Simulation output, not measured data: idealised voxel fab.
Process module name: voxel self aligned vias
Pictured: cross-section cut, 280 nm wide, on a grid of 5 nm square cells.
A cross-section is a grid of square cells, given in bands from the top down. A band is one or more rows of cells. Band: top height; bottom height; in nm. Then, left to right: material with width in nm, for each material. "everywhere": a single material spanning edge to edge. "air": empty space. Counting heights begins at 0, where everything beneath is, in the wafer as received, one material. The lowest band has no bottom; it goes on downwards, as "0 and below" shows. You'd read "30..40" like this: the band's top row of cells is as wide as the first number, its bottom row is as wide as the second, and going down, every row changes width by the same amount as the row before did. The designation "nothing altered", where it is given for a processing step, indicates that no cell of the cross-section was altered in the course of that step. Reported under the label "Closed cavity list" are the empty spaces having no open way to the top and comprising 8 cells or more; the notation for each is width x height at distance, in which the distance is measured from the left edge and all three values are in nm. Anything after a step's settings on that line? It's the simulator's own note about the step. overlay nm: mask right of planned place by this much (step with mask). Neg. = left. How should the pairs below be read? Each gives the cross-section before one process step and the cross-section after it, the latter drawn only to the lowest band that changed; the step that lies between them, with its settings, appears under the pair. Does a pair pick up where the pair above left off? Only where its entry headed "Ex-ante state" says so, since pairs can come from different runs of this module on the same starting wafer.
## Ex-ante state
	0 and below = Si everywhere
	Closed cavity list: none
## Post-Process View
	10 down to 0 = SiO2 everywhere
	Beneath the level 0, the cross-section is identical to its previous state.
	Closed cavity list: none
As a process note, the step between the before and after cross-sections shown above is CONFORMAL_DEP | material SiO2 | thk nm 10
Ex-ante state: This step starts from the configuration shown after the step in the pair immediately above.
## Post-Process View
	15 down to 10 = SiCN everywhere
	Beneath the level 10, the cross-section is identical to its previous state.
	Closed cavity list: none
As a process note, the step between the before and after cross-sections shown above is CONFORMAL_DEP | material SiCN | thk nm 5
Ex-ante state: This step starts from the configuration shown after the step in the pair immediately above.
## Post-Process View
	40 down to 15 = SiO2 everywhere
	Beneath the level 15, the cross-section is identical to its previous state.
	Closed cavity list: none
As a process note, the step between the before and after cross-sections shown above is DIRECTIONAL_DEP | material SiO2 | thk nm 25
Ex-ante state: This step starts from the configuration shown after the step in the pair immediately above.
## Post-Process View
	55 down to 40 = resist=80 | air=20 | resist=30 | air=20 | resist=30 | air=20 | resist=80
	Beneath the level 40, the cross-section is identical to its previous state.
	Closed cavity list: none
As a process note, the step between the before and after cross-sections shown above is PATTERN | tone open | mask id LINES | material resist | width nm 20 | pitch nm 50 | thk nm 15 | overlay nm 0
Ex-ante state: This step starts from the configuration shown after the step in the pair immediately above.
## Post-Process View
	55 down to 40 = resist=80 | air=20 | resist=30 | air=20 | resist=30 | air=20 | resist=80
	40 down to 15 = SiO2=80 | air=20 | SiO2=30 | air=20 | SiO2=30 | air=20 | SiO2=80
	Beneath the level 15, the cross-section is identical to its previous state.
	Closed cavity list: none
As a process note, the step between the before and after cross-sections shown above is DIRECTIONAL_ETCH | etch materials SiO2 | depth nm 25
Ex-ante state: This step starts from the configuration shown after the step in the pair immediately above.
## Post-Process View
	40 down to 15 = SiO2=80 | air=20 | SiO2=30 | air=20 | SiO2=30 | air=20 | SiO2=80
	Beneath the level 15, the cross-section is identical to its previous state.
	Closed cavity list: none
As a process note, the step between the before and after cross-sections shown above is STRIP | etch materials resist
Ex-ante state: This step starts from the configuration shown after the step in the pair immediately above.
## Post-Process View
	45 down to 40 = TiN=85 | air=10 | TiN=40 | air=10 | TiN=40 | air=10 | TiN=85
	40 down to 20 = SiO2=80 | TiN=5 | air=10 | TiN=5 | SiO2=30 | TiN=5 | air=10 | TiN=5 | SiO2=30 | TiN=5 | air=10 | TiN=5 | SiO2=80
	20 down to 15 = SiO2=80 | TiN=20 | SiO2=30 | TiN=20 | SiO2=30 | TiN=20 | SiO2=80
	Beneath the level 15, the cross-section is identical to its previous state.
	Closed cavity list: none
As a process note, the step between the before and after cross-sections shown above is CONFORMAL_DEP | material TiN | thk nm 5
Ex-ante state: This step starts from the configuration shown after the step in the pair immediately above.
## Post-Process View
	55 down to 45 = Ru everywhere
	45 down to 40 = TiN=85 | Ru=10 | TiN=40 | Ru=10 | TiN=40 | Ru=10 | TiN=85
	40 down to 20 = SiO2=80 | TiN=5 | Ru=10 | TiN=5 | SiO2=30 | TiN=5 | Ru=10 | TiN=5 | SiO2=30 | TiN=5 | Ru=10 | TiN=5 | SiO2=80
	Beneath the level 20, the cross-section is identical to its previous state.
	Closed cavity list: none
As a process note, the step between the before and after cross-sections shown above is FILL_DEP | material Ru | thk nm 10
Ex-ante state: This step starts from the configuration shown after the step in the pair immediately above.
## Post-Process View
	40 down to 20 = SiO2=80 | TiN=5 | Ru=10 | TiN=5 | SiO2=30 | TiN=5 | Ru=10 | TiN=5 | SiO2=30 | TiN=5 | Ru=10 | TiN=5 | SiO2=80
	Beneath the level 20, the cross-section is identical to its previous state.
	Closed cavity list: none
As a process note, the step between the before and after cross-sections shown above is CMP | height nm 40
Ex-ante state: This step starts from the configuration shown after the step in the pair immediately above.
## Post-Process View
	40 down to 35 = SiO2=80 | air=20 | SiO2=30 | air=20 | SiO2=30 | air=20 | SiO2=80
	Beneath the level 35, the cross-section is identical to its previous state.
	Closed cavity list: none
As a process note, the step between the before and after cross-sections shown above is SELECTIVE_ETCH | etch materials W Ru TiN | depth nm 5
Ex-ante state: This step starts from the configuration shown after the step in the pair immediately above.
## Post-Process View
	50 down to 40 = SiN everywhere
	40 down to 35 = SiO2=80 | SiN=20 | SiO2=30 | SiN=20 | SiO2=30 | SiN=20 | SiO2=80
	Beneath the level 35, the cross-section is identical to its previous state.
	Closed cavity list: none
As a process note, the step between the before and after cross-sections shown above is FILL_DEP | material SiN | thk nm 10
Ex-ante state: This step starts from the configuration shown after the step in the pair immediately above.
## Post-Process View
	40 down to 35 = SiO2=80 | SiN=20 | SiO2=30 | SiN=20 | SiO2=30 | SiN=20 | SiO2=80
	Beneath the level 35, the cross-section is identical to its previous state.
	Closed cavity list: none
As a process note, the step between the before and after cross-sections shown above is CMP | height nm 40
Ex-ante state: This step starts from the configuration shown after the step in the pair immediately above.
## Post-Process View
	60 down to 40 = SiO2 everywhere
	Beneath the level 40, the cross-section is identical to its previous state.
	Closed cavity list: none
As a process note, the step between the before and after cross-sections shown above is DIRECTIONAL_DEP | material SiO2 | thk nm 20
Ex-ante state: This step starts from the configuration shown after the step in the pair immediately above.
## Post-Process View
	60 down to 40 = SiO2=75 | air=30 | SiO2=20 | air=30 | SiO2=20 | air=30 | SiO2=75
	Beneath the level 40, the cross-section is identical to its previous state.
	Closed cavity list: none
As a process note, the step between the before and after cross-sections shown above is MASKED_ETCH | tone open | mask id VIAS | width nm 30 | pitch nm 50 | etch materials SiO2 | depth nm 20 | overlay nm 0
Ex-ante state: This step starts from the configuration shown after the step in the pair immediately above.
## Post-Process View
	60 down to 40 = SiO2=75 | air=30 | SiO2=20 | air=30 | SiO2=20 | air=30 | SiO2=75
	40 down to 35 = SiO2=80 | air=20 | SiO2=30 | air=20 | SiO2=30 | air=20 | SiO2=80
	Beneath the level 35, the cross-section is identical to its previous state.
	Closed cavity list: none
As a process note, the step between the before and after cross-sections shown above is MASKED_ETCH | tone open | mask id VIAS | width nm 30 | pitch nm 50 | etch materials SiN | depth nm 5 | overlay nm 0
Ex-ante state: This step starts from the configuration shown after the step in the pair immediately above.
## Post-Process View
	65 down to 60 = TiN=80 | air=20 | TiN=30 | air=20 | TiN=30 | air=20 | TiN=80
	60 down to 45 = SiO2=75 | TiN=5 | air=20 | TiN=5 | SiO2=20 | TiN=5 | air=20 | TiN=5 | SiO2=20 | TiN=5 | air=20 | TiN=5 | SiO2=75
	45 down to 40 = SiO2=75 | TiN=10 | air=10 | TiN=10 | SiO2=20 | TiN=10 | air=10 | TiN=10 | SiO2=20 | TiN=10 | air=10 | TiN=10 | SiO2=75
	40 down to 35 = SiO2=80 | TiN=20 | SiO2=30 | TiN=20 | SiO2=30 | TiN=20 | SiO2=80
	Beneath the level 35, the cross-section is identical to its previous state.
	Closed cavity list: none
As a process note, the step between the before and after cross-sections shown above is CONFORMAL_DEP | material TiN | thk nm 5
Ex-ante state: This step starts from the configuration shown after the step in the pair immediately above.
## Post-Process View
	75 down to 65 = W everywhere
	65 down to 60 = TiN=80 | W=20 | TiN=30 | W=20 | TiN=30 | W=20 | TiN=80
	60 down to 45 = SiO2=75 | TiN=5 | W=20 | TiN=5 | SiO2=20 | TiN=5 | W=20 | TiN=5 | SiO2=20 | TiN=5 | W=20 | TiN=5 | SiO2=75
	45 down to 40 = SiO2=75 | TiN=10 | W=10 | TiN=10 | SiO2=20 | TiN=10 | W=10 | TiN=10 | SiO2=20 | TiN=10 | W=10 | TiN=10 | SiO2=75
	Beneath the level 40, the cross-section is identical to its previous state.
	Closed cavity list: none
As a process note, the step between the before and after cross-sections shown above is FILL_DEP | material W | thk nm 10
Ex-ante state: This step starts from the configuration shown after the step in the pair immediately above.
## Post-Process View
	60 down to 45 = SiO2=75 | TiN=5 | W=20 | TiN=5 | SiO2=20 | TiN=5 | W=20 | TiN=5 | SiO2=20 | TiN=5 | W=20 | TiN=5 | SiO2=75
	Beneath the level 45, the cross-section is identical to its previous state.
	Closed cavity list: none
As a process note, the step between the before and after cross-sections shown above is CMP | height nm 60
Ex-ante state: This step starts from the configuration shown after the step in the pair immediately above.
## Post-Process View
	65 down to 60 = SiCN everywhere
	Beneath the level 60, the cross-section is identical to its previous state.
	Closed cavity list: none
As a process note, the step between the before and after cross-sections shown above is CONFORMAL_DEP | material SiCN | thk nm 5
## Ex-ante state
	0 and below = Si everywhere
	Closed cavity list: none
## Post-Process View
	5 down to 0 = SiCN everywhere
	Beneath the level 0, the cross-section is identical to its previous state.
	Closed cavity list: none
As a process note, the step between the before and after cross-sections shown above is CONFORMAL_DEP | material SiCN | thk nm 5
Ex-ante state: This step starts from the configuration shown after the step in the pair immediately above.
## Post-Process View
	30 down to 5 = SiO2 everywhere
	Beneath the level 5, the cross-section is identical to its previous state.
	Closed cavity list: none
As a process note, the step between the before and after cross-sections shown above is DIRECTIONAL_DEP | material SiO2 | thk nm 25
Ex-ante state: This step starts from the configuration shown after the step in the pair immediately above.
## Post-Process View
	45 down to 30 = resist=80 | air=20 | resist=30 | air=20 | resist=30 | air=20 | resist=80
	Beneath the level 30, the cross-section is identical to its previous state.
	Closed cavity list: none
As a process note, the step between the before and after cross-sections shown above is PATTERN | tone open | mask id LINES | material resist | width nm 20 | pitch nm 50 | thk nm 15 | overlay nm 0
Ex-ante state: This step starts from the configuration shown after the step in the pair immediately above.
## Post-Process View
	45 down to 30 = resist=80 | air=20 | resist=30 | air=20 | resist=30 | air=20 | resist=80
	30 down to 5 = SiO2=80 | air=20 | SiO2=30 | air=20 | SiO2=30 | air=20 | SiO2=80
	Beneath the level 5, the cross-section is identical to its previous state.
	Closed cavity list: none
As a process note, the step between the before and after cross-sections shown above is DIRECTIONAL_ETCH | etch materials SiO2 | depth nm 25
Ex-ante state: This step starts from the configuration shown after the step in the pair immediately above.
## Post-Process View
	30 down to 5 = SiO2=80 | air=20 | SiO2=30 | air=20 | SiO2=30 | air=20 | SiO2=80
	Beneath the level 5, the cross-section is identical to its previous state.
	Closed cavity list: none
As a process note, the step between the before and after cross-sections shown above is STRIP | etch materials resist
Ex-ante state: This step starts from the configuration shown after the step in the pair immediately above.
## Post-Process View
	35 down to 30 = TiN=85 | air=10 | TiN=40 | air=10 | TiN=40 | air=10 | TiN=85
	30 down to 10 = SiO2=80 | TiN=5 | air=10 | TiN=5 | SiO2=30 | TiN=5 | air=10 | TiN=5 | SiO2=30 | TiN=5 | air=10 | TiN=5 | SiO2=80
	10 down to 5 = SiO2=80 | TiN=20 | SiO2=30 | TiN=20 | SiO2=30 | TiN=20 | SiO2=80
	Beneath the level 5, the cross-section is identical to its previous state.
	Closed cavity list: none
As a process note, the step between the before and after cross-sections shown above is CONFORMAL_DEP | material TiN | thk nm 5
Ex-ante state: This step starts from the configuration shown after the step in the pair immediately above.
## Post-Process View
	45 down to 35 = Ru everywhere
	35 down to 30 = TiN=85 | Ru=10 | TiN=40 | Ru=10 | TiN=40 | Ru=10 | TiN=85
	30 down to 10 = SiO2=80 | TiN=5 | Ru=10 | TiN=5 | SiO2=30 | TiN=5 | Ru=10 | TiN=5 | SiO2=30 | TiN=5 | Ru=10 | TiN=5 | SiO2=80
	Beneath the level 10, the cross-section is identical to its previous state.
	Closed cavity list: none
As a process note, the step between the before and after cross-sections shown above is FILL_DEP | material Ru | thk nm 10
Ex-ante state: This step starts from the configuration shown after the step in the pair immediately above.
## Post-Process View
	40 down to 35 = Ru everywhere
	Beneath the level 35, the cross-section is identical to its previous state.
	Closed cavity list: none
As a process note, the step between the before and after cross-sections shown above is CMP | height nm 40
Ex-ante state: This step starts from the configuration shown after the step in the pair immediately above.
## Post-Process View
	35 down to 30 = TiN=85 | Ru=10 | TiN=40 | Ru=10 | TiN=40 | Ru=10 | TiN=85
	Beneath the level 30, the cross-section is identical to its previous state.
	Closed cavity list: none
As a process note, the step between the before and after cross-sections shown above is SELECTIVE_ETCH | etch materials W Ru TiN | depth nm 5
Ex-ante state: This step starts from the configuration shown after the step in the pair immediately above.
## Post-Process View
	45 down to 35 = SiN everywhere
	Beneath the level 35, the cross-section is identical to its previous state.
	Closed cavity list: none
As a process note, the step between the before and after cross-sections shown above is FILL_DEP | material SiN | thk nm 10
Ex-ante state: This step starts from the configuration shown after the step in the pair immediately above.
## Post-Process View
	40 down to 35 = SiN everywhere
	Beneath the level 35, the cross-section is identical to its previous state.
	Closed cavity list: none
As a process note, the step between the before and after cross-sections shown above is CMP | height nm 40
Ex-ante state: This step starts from the configuration shown after the step in the pair immediately above.
## Post-Process View
	60 down to 40 = SiO2 everywhere
	Beneath the level 40, the cross-section is identical to its previous state.
	Closed cavity list: none
As a process note, the step between the before and after cross-sections shown above is DIRECTIONAL_DEP | material SiO2 | thk nm 20
Ex-ante state: This step starts from the configuration shown after the step in the pair immediately above.
## Post-Process View
	60 down to 40 = SiO2=75 | air=30 | SiO2=20 | air=30 | SiO2=20 | air=30 | SiO2=75
	Beneath the level 40, the cross-section is identical to its previous state.
	Closed cavity list: none
As a process note, the step between the before and after cross-sections shown above is MASKED_ETCH | tone open | mask id VIAS | width nm 30 | pitch nm 50 | etch materials SiO2 | depth nm 20 | overlay nm 0
Ex-ante state: This step starts from the configuration shown after the step in the pair immediately above.
## Post-Process View
	60 down to 40 = SiO2=75 | air=30 | SiO2=20 | air=30 | SiO2=20 | air=30 | SiO2=75
	40 down to 35 = SiN=75 | air=30 | SiN=20 | air=30 | SiN=20 | air=30 | SiN=75
	Beneath the level 35, the cross-section is identical to its previous state.
	Closed cavity list: none
As a process note, the step between the before and after cross-sections shown above is MASKED_ETCH | tone open | mask id VIAS | width nm 30 | pitch nm 50 | etch materials SiN | depth nm 5 | overlay nm 0
Ex-ante state: This step starts from the configuration shown after the step in the pair immediately above.
## Post-Process View
	65 down to 60 = TiN=80 | air=20 | TiN=30 | air=20 | TiN=30 | air=20 | TiN=80
	60 down to 40 = SiO2=75 | TiN=5 | air=20 | TiN=5 | SiO2=20 | TiN=5 | air=20 | TiN=5 | SiO2=20 | TiN=5 | air=20 | TiN=5 | SiO2=75
	40 down to 35 = SiN=75 | TiN=30 | SiN=20 | TiN=30 | SiN=20 | TiN=30 | SiN=75
	Beneath the level 35, the cross-section is identical to its previous state.
	Closed cavity list: none
As a process note, the step between the before and after cross-sections shown above is CONFORMAL_DEP | material TiN | thk nm 5
Ex-ante state: This step starts from the configuration shown after the step in the pair immediately above.
## Post-Process View
	75 down to 65 = W everywhere
	65 down to 60 = TiN=80 | W=20 | TiN=30 | W=20 | TiN=30 | W=20 | TiN=80
	60 down to 40 = SiO2=75 | TiN=5 | W=20 | TiN=5 | SiO2=20 | TiN=5 | W=20 | TiN=5 | SiO2=20 | TiN=5 | W=20 | TiN=5 | SiO2=75
	Beneath the level 40, the cross-section is identical to its previous state.
	Closed cavity list: none
As a process note, the step between the before and after cross-sections shown above is FILL_DEP | material W | thk nm 10
Ex-ante state: This step starts from the configuration shown after the step in the pair immediately above.
## Post-Process View
	60 down to 40 = SiO2=75 | TiN=5 | W=20 | TiN=5 | SiO2=20 | TiN=5 | W=20 | TiN=5 | SiO2=20 | TiN=5 | W=20 | TiN=5 | SiO2=75
	Beneath the level 40, the cross-section is identical to its previous state.
	Closed cavity list: none
As a process note, the step between the before and after cross-sections shown above is CMP | height nm 60
Ex-ante state: This step starts from the configuration shown after the step in the pair immediately above.
## Post-Process View
	65 down to 60 = SiCN everywhere
	Beneath the level 60, the cross-section is identical to its previous state.
	Closed cavity list: none
As a process note, the step between the before and after cross-sections shown above is CONFORMAL_DEP | material SiCN | thk nm 5
## Ex-ante state
	60 down to 40 = SiO2=75 | air=30 | SiO2=20 | air=30 | SiO2=20 | air=30 | SiO2=75
	40 down to 35 = SiO2=80 | SiN=20 | SiO2=30 | SiN=20 | SiO2=30 | SiN=20 | SiO2=80
	35 down to 20 = SiO2=80 | TiN=5 | Ru=10 | TiN=5 | SiO2=30 | TiN=5 | Ru=10 | TiN=5 | SiO2=30 | TiN=5 | Ru=10 | TiN=5 | SiO2=80
	20 down to 15 = SiO2=80 | TiN=20 | SiO2=30 | TiN=20 | SiO2=30 | TiN=20 | SiO2=80
	15 down to 10 = SiCN everywhere
	10 down to 0 = SiO2 everywhere
	0 and below = Si everywhere
	Closed cavity list: none
## Post-Process View
	60 down to 40 = SiO2=75 | air=30 | SiO2=20 | air=30 | SiO2=20 | air=30 | SiO2=75
	40 down to 35 = SiO2=75 | air=5 | SiN=20 | air=5 | SiO2=20 | air=5 | SiN=20 | air=5 | SiO2=20 | air=5 | SiN=20 | air=5 | SiO2=75
	35 down to 20 = SiO2=75 | air=5 | TiN=5 | Ru=10 | TiN=5 | air=5 | SiO2=20 | air=5 | TiN=5 | Ru=10 | TiN=5 | air=5 | SiO2=20 | air=5 | TiN=5 | Ru=10 | TiN=5 | air=5 | SiO2=75
	Beneath the level 20, the cross-section is identical to its previous state.
	Closed cavity list: none
As a process note, the step between the before and after cross-sections shown above is MASKED_ETCH | tone open | mask id VIAS | width nm 30 | pitch nm 50 | etch materials SiO2 | depth nm 20 | overlay nm 0
Ex-ante state: This step starts from the configuration shown after the step in the pair immediately above.
## Post-Process View
	60 down to 35 = SiO2=75 | air=30 | SiO2=20 | air=30 | SiO2=20 | air=30 | SiO2=75
	Beneath the level 35, the cross-section is identical to its previous state.
	Closed cavity list: none
As a process note, the step between the before and after cross-sections shown above is MASKED_ETCH | tone open | mask id VIAS | width nm 30 | pitch nm 50 | etch materials SiN | depth nm 5 | overlay nm 0
Ex-ante state: This step starts from the configuration shown after the step in the pair immediately above.
## Post-Process View
	65 down to 60 = TiN=80 | air=20 | TiN=30 | air=20 | TiN=30 | air=20 | TiN=80
	60 down to 40 = SiO2=75 | TiN=5 | air=20 | TiN=5 | SiO2=20 | TiN=5 | air=20 | TiN=5 | SiO2=20 | TiN=5 | air=20 | TiN=5 | SiO2=75
	40 down to 35 = SiO2=75 | TiN=30 | SiO2=20 | TiN=30 | SiO2=20 | TiN=30 | SiO2=75
	35 down to 20 = SiO2=75 | TiN=10 | Ru=10 | TiN=10 | SiO2=20 | TiN=10 | Ru=10 | TiN=10 | SiO2=20 | TiN=10 | Ru=10 | TiN=10 | SiO2=75
	Beneath the level 20, the cross-section is identical to its previous state.
	Closed cavity list: none
As a process note, the step between the before and after cross-sections shown above is CONFORMAL_DEP | material TiN | thk nm 5
Ex-ante state: This step starts from the configuration shown after the step in the pair immediately above.
## Post-Process View
	75 down to 65 = W everywhere
	65 down to 60 = TiN=80 | W=20 | TiN=30 | W=20 | TiN=30 | W=20 | TiN=80
	60 down to 40 = SiO2=75 | TiN=5 | W=20 | TiN=5 | SiO2=20 | TiN=5 | W=20 | TiN=5 | SiO2=20 | TiN=5 | W=20 | TiN=5 | SiO2=75
	Beneath the level 40, the cross-section is identical to its previous state.
	Closed cavity list: none
As a process note, the step between the before and after cross-sections shown above is FILL_DEP | material W | thk nm 10
Ex-ante state: This step starts from the configuration shown after the step in the pair immediately above.
## Post-Process View
	60 down to 40 = SiO2=75 | TiN=5 | W=20 | TiN=5 | SiO2=20 | TiN=5 | W=20 | TiN=5 | SiO2=20 | TiN=5 | W=20 | TiN=5 | SiO2=75
	Beneath the level 40, the cross-section is identical to its previous state.
	Closed cavity list: none
As a process note, the step between the before and after cross-sections shown above is CMP | height nm 60
Ex-ante state: This step starts from the configuration shown after the step in the pair immediately above.
## Post-Process View
	65 down to 60 = SiCN everywhere
	Beneath the level 60, the cross-section is identical to its previous state.
	Closed cavity list: none
As a process note, the step between the before and after cross-sections shown above is CONFORMAL_DEP | material SiCN | thk nm 5
## Ex-ante state
	10 down to 0 = SiO2 everywhere
	0 and below = Si everywhere
	Closed cavity list: none
## Post-Process View
	35 down to 0 = SiO2 everywhere
	Beneath the level 0, the cross-section is identical to its previous state.
	Closed cavity list: none
As a process note, the step between the before and after cross-sections shown above is DIRECTIONAL_DEP | material SiO2 | thk nm 25
Ex-ante state: This step starts from the configuration shown after the step in the pair immediately above.
## Post-Process View
	40 down to 35 = SiCN everywhere
	Beneath the level 35, the cross-section is identical to its previous state.
	Closed cavity list: none
As a process note, the step between the before and after cross-sections shown above is CONFORMAL_DEP | material SiCN | thk nm 5
Ex-ante state: This step starts from the configuration shown after the step in the pair immediately above.
## Post-Process View
	55 down to 40 = resist=80 | air=20 | resist=30 | air=20 | resist=30 | air=20 | resist=80
	Beneath the level 40, the cross-section is identical to its previous state.
	Closed cavity list: none
As a process note, the step between the before and after cross-sections shown above is PATTERN | tone open | mask id LINES | material resist | width nm 20 | pitch nm 50 | thk nm 15 | overlay nm 0
Ex-ante state: This step starts from the configuration shown after the step in the pair immediately above.
## Post-Process View
	40 down to 35 = SiCN everywhere
	Beneath the level 35, the cross-section is identical to its previous state.
	Closed cavity list: none
As a process note, the step between the before and after cross-sections shown above is STRIP | etch materials resist
Ex-ante state: This step starts from the configuration shown after the step in the pair immediately above.
## Post-Process View
	45 down to 40 = TiN everywhere
	Beneath the level 40, the cross-section is identical to its previous state.
	Closed cavity list: none
As a process note, the step between the before and after cross-sections shown above is CONFORMAL_DEP | material TiN | thk nm 5
Ex-ante state: This step starts from the configuration shown after the step in the pair immediately above.
## Post-Process View
	55 down to 45 = Ru everywhere
	Beneath the level 45, the cross-section is identical to its previous state.
	Closed cavity list: none
As a process note, the step between the before and after cross-sections shown above is FILL_DEP | material Ru | thk nm 10
Ex-ante state: This step starts from the configuration shown after the step in the pair immediately above.
## Post-Process View
	40 down to 35 = SiCN everywhere
	Beneath the level 35, the cross-section is identical to its previous state.
	Closed cavity list: none
As a process note, the step between the before and after cross-sections shown above is CMP | height nm 40
Ex-ante state: This step starts from the configuration shown after the step in the pair immediately above.
## Post-Process View
	50 down to 40 = SiN everywhere
	Beneath the level 40, the cross-section is identical to its previous state.
	Closed cavity list: none
As a process note, the step between the before and after cross-sections shown above is FILL_DEP | material SiN | thk nm 10
Ex-ante state: This step starts from the configuration shown after the step in the pair immediately above.
## Post-Process View
	40 down to 35 = SiCN everywhere
	Beneath the level 35, the cross-section is identical to its previous state.
	Closed cavity list: none
As a process note, the step between the before and after cross-sections shown above is CMP | height nm 40
Ex-ante state: This step starts from the configuration shown after the step in the pair immediately above.
## Post-Process View
	60 down to 40 = SiO2 everywhere
	Beneath the level 40, the cross-section is identical to its previous state.
	Closed cavity list: none
As a process note, the step between the before and after cross-sections shown above is DIRECTIONAL_DEP | material SiO2 | thk nm 20
Ex-ante state: This step starts from the configuration shown after the step in the pair immediately above.
## Post-Process View
	60 down to 40 = SiO2=75 | air=30 | SiO2=20 | air=30 | SiO2=20 | air=30 | SiO2=75
	Beneath the level 40, the cross-section is identical to its previous state.
	Closed cavity list: none
As a process note, the step between the before and after cross-sections shown above is MASKED_ETCH | tone open | mask id VIAS | width nm 30 | pitch nm 50 | etch materials SiO2 | depth nm 20 | overlay nm 0
Ex-ante state: This step starts from the configuration shown after the step in the pair immediately above.
## Post-Process View
	65 down to 60 = TiN=80 | air=20 | TiN=30 | air=20 | TiN=30 | air=20 | TiN=80
	60 down to 45 = SiO2=75 | TiN=5 | air=20 | TiN=5 | SiO2=20 | TiN=5 | air=20 | TiN=5 | SiO2=20 | TiN=5 | air=20 | TiN=5 | SiO2=75
	45 down to 40 = SiO2=75 | TiN=30 | SiO2=20 | TiN=30 | SiO2=20 | TiN=30 | SiO2=75
	Beneath the level 40, the cross-section is identical to its previous state.
	Closed cavity list: none
As a process note, the step between the before and after cross-sections shown above is CONFORMAL_DEP | material TiN | thk nm 5
Ex-ante state: This step starts from the configuration shown after the step in the pair immediately above.
## Post-Process View
	75 down to 65 = W everywhere
	65 down to 60 = TiN=80 | W=20 | TiN=30 | W=20 | TiN=30 | W=20 | TiN=80
	60 down to 45 = SiO2=75 | TiN=5 | W=20 | TiN=5 | SiO2=20 | TiN=5 | W=20 | TiN=5 | SiO2=20 | TiN=5 | W=20 | TiN=5 | SiO2=75
	Beneath the level 45, the cross-section is identical to its previous state.
	Closed cavity list: none
As a process note, the step between the before and after cross-sections shown above is FILL_DEP | material W | thk nm 10
Ex-ante state: This step starts from the configuration shown after the step in the pair immediately above.
## Post-Process View
	60 down to 45 = SiO2=75 | TiN=5 | W=20 | TiN=5 | SiO2=20 | TiN=5 | W=20 | TiN=5 | SiO2=20 | TiN=5 | W=20 | TiN=5 | SiO2=75
	Beneath the level 45, the cross-section is identical to its previous state.
	Closed cavity list: none
As a process note, the step between the before and after cross-sections shown above is CMP | height nm 60
Ex-ante state: This step starts from the configuration shown after the step in the pair immediately above.
## Post-Process View
	65 down to 60 = SiCN everywhere
	Beneath the level 60, the cross-section is identical to its previous state.
	Closed cavity list: none
As a process note, the step between the before and after cross-sections shown above is CONFORMAL_DEP | material SiCN | thk nm 5
## Ex-ante state
	75 down to 65 = W everywhere
	65 down to 60 = TiN=80 | W=20 | TiN=30 | W=20 | TiN=30 | W=20 | TiN=80
	60 down to 45 = SiO2=75 | TiN=5 | W=20 | TiN=5 | SiO2=20 | TiN=5 | W=20 | TiN=5 | SiO2=20 | TiN=5 | W=20 | TiN=5 | SiO2=75
	45 down to 40 = SiO2=75 | TiN=10 | W=10 | TiN=10 | SiO2=20 | TiN=10 | W=10 | TiN=10 | SiO2=20 | TiN=10 | W=10 | TiN=10 | SiO2=75
	40 down to 35 = SiO2=80 | TiN=20 | SiO2=30 | TiN=20 | SiO2=30 | TiN=20 | SiO2=80
	35 down to 20 = SiO2=80 | TiN=5 | Ru=10 | TiN=5 | SiO2=30 | TiN=5 | Ru=10 | TiN=5 | SiO2=30 | TiN=5 | Ru=10 | TiN=5 | SiO2=80
	20 down to 15 = SiO2=80 | TiN=20 | SiO2=30 | TiN=20 | SiO2=30 | TiN=20 | SiO2=80
	15 down to 10 = SiCN everywhere
	10 down to 0 = SiO2 everywhere
	0 and below = Si everywhere
	Closed cavity list: none
## Post-Process View
	70 down to 65 = W everywhere
	Beneath the level 65, the cross-section is identical to its previous state.
	Closed cavity list: none
As a process note, the step between the before and after cross-sections shown above is CMP | height nm 70
Ex-ante state: This step starts from the configuration shown after the step in the pair immediately above.
## Post-Process View
	75 down to 70 = SiCN everywhere
	Beneath the level 70, the cross-section is identical to its previous state.
	Closed cavity list: none
As a process note, the step between the before and after cross-sections shown above is CONFORMAL_DEP | material SiCN | thk nm 5
## Ex-ante state
	60 down to 40 = SiO2 everywhere
	40 down to 35 = SiO2=80 | SiN=20 | SiO2=30 | SiN=20 | SiO2=30 | SiN=20 | SiO2=80
	35 down to 20 = SiO2=80 | TiN=5 | Ru=10 | TiN=5 | SiO2=30 | TiN=5 | Ru=10 | TiN=5 | SiO2=30 | TiN=5 | Ru=10 | TiN=5 | SiO2=80
	20 down to 15 = SiO2=80 | TiN=20 | SiO2=30 | TiN=20 | SiO2=30 | TiN=20 | SiO2=80
	15 down to 10 = SiCN everywhere
	10 down to 0 = SiO2 everywhere
	0 and below = Si everywhere
	Closed cavity list: none
## Post-Process View
	60 down to 40 = SiO2=80 | air=25 | SiO2=25 | air=25 | SiO2=25 | air=25 | SiO2=75
	Beneath the level 40, the cross-section is identical to its previous state.
	Closed cavity list: none
As a process note, the step between the before and after cross-sections shown above is MASKED_ETCH | tone open | mask id VIAS | width nm 25 | pitch nm 50 | etch materials SiO2 | depth nm 20 | overlay nm 0
Ex-ante state: This step starts from the configuration shown after the step in the pair immediately above.
## Post-Process View
	60 down to 40 = SiO2=80 | air=25 | SiO2=25 | air=25 | SiO2=25 | air=25 | SiO2=75
	40 down to 35 = SiO2=80 | air=20 | SiO2=30 | air=20 | SiO2=30 | air=20 | SiO2=80
	Beneath the level 35, the cross-section is identical to its previous state.
	Closed cavity list: none
As a process note, the step between the before and after cross-sections shown above is MASKED_ETCH | tone open | mask id VIAS | width nm 30 | pitch nm 50 | etch materials SiN | depth nm 5 | overlay nm 0
Ex-ante state: This step starts from the configuration shown after the step in the pair immediately above.
## Post-Process View
	65 down to 60 = TiN=85 | air=15 | TiN=35 | air=15 | TiN=35 | air=15 | TiN=80
	60 down to 45 = SiO2=80 | TiN=5 | air=15 | TiN=5 | SiO2=25 | TiN=5 | air=15 | TiN=5 | SiO2=25 | TiN=5 | air=15 | TiN=5 | SiO2=75
	45 down to 40 = SiO2=80 | TiN=5 | air=10 | TiN=10 | SiO2=25 | TiN=5 | air=10 | TiN=10 | SiO2=25 | TiN=5 | air=10 | TiN=10 | SiO2=75
	40 down to 35 = SiO2=80 | TiN=20 | SiO2=30 | TiN=20 | SiO2=30 | TiN=20 | SiO2=80
	Beneath the level 35, the cross-section is identical to its previous state.
	Closed cavity list: none
As a process note, the step between the before and after cross-sections shown above is CONFORMAL_DEP | material TiN | thk nm 5
